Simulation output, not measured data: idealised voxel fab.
Herein follows the process module entitled voxel lift off.
Pictured: cross-section cut, 230 nm wide, on a grid of 5 nm square cells.
Heads up, the way a cross-section reads in here is a grid of square cells, handed over as bands from the top down, with every band being one or more rows of cells. What a band's entry tells you: where the top is and where the bottom is, as heights in nm, and after that what lies inside, material by material from left to right, each with its width in nm. Empty space is written as the word "air", and a single material marked with the word "throughout" occupies the band from edge to edge. Height reference: 0 = level under which incoming wafer is all one material. Lowest band: no bottom, runs on downward, e.g. "0 nm and below". So if you see something like "30 to 40" for the width, read it as the top row of the band sitting at the first number and the bottom row at the second, with every row in between moving by the same amount as the last. Any step labelled "remains unaltered" changed none of the cells in the cross-section. "Trapped voids" - sealed voids, min. 8 cells, no opening to top; format: width x height at distance (distance from left edge; nm throughout). Where a step's line continues beyond its settings, the continuation is a remark by the simulator itself on that step. overlay nm: how far to the right of its planned place the mask lay on this masked step (negative: to the left).
# Steps planned for the process
- 1: RECEIVE,material Si
- 2: CONFORMAL_DEP,material SiO2,thk nm 10
- 3: PATTERN,tone open,mask id LINES,material resist,width nm 20,pitch nm 35,thk nm 20,overlay nm 0
- 4: DIRECTIONAL_DEP,material Ru,thk nm 5
- 5: STRIP,etch materials resist
- 6: CONFORMAL_DEP,material SiO2,thk nm 5
# Wafer cross-section on receipt, i.e. after step 1
  0 nm and below | Si throughout
  Trapped voids: none
# Cross-sectional image of the first of two wafers at the end of the module, the run having proceeded as planned
  20 nm to 15 nm | 45 air / 30 SiO2 / 5 air / 30 SiO2 / 5 air / 30 SiO2 / 5 air / 30 SiO2 / 50 air
  15 nm to 10 nm | 50 SiO2 / 20 Ru / 15 SiO2 / 20 Ru / 15 SiO2 / 20 Ru / 15 SiO2 / 20 Ru / 55 SiO2
  10 nm to 0 nm | SiO2 throughout
  0 nm and below | Si throughout
  Trapped voids: none
# This is the second of the two wafers, cross-sectioned at the end of the module; it started exactly like the first and was given the same plan, but it was run with one mistake
  20 nm to 15 nm | 50 air / 25 SiO2 / 10 air / 25 SiO2 / 10 air / 25 SiO2 / 10 air / 25 SiO2 / 50 air
  15 nm to 10 nm | 55 SiO2 / 15 Ru / 20 SiO2 / 15 Ru / 20 SiO2 / 15 Ru / 20 SiO2 / 15 Ru / 55 SiO2
  10 nm to 0 nm | SiO2 throughout
  0 nm and below | Si throughout
  Trapped voids: none
What went wrong in running the wafer? contrary to plan, step 3 was performed as PATTERN,tone open,mask id LINES,material resist,width nm 15,pitch nm 35,thk nm 20,overlay nm 0
At the finish, the second wafer shows more or fewer cells for some materials than the first does: 4 fewer of Ru
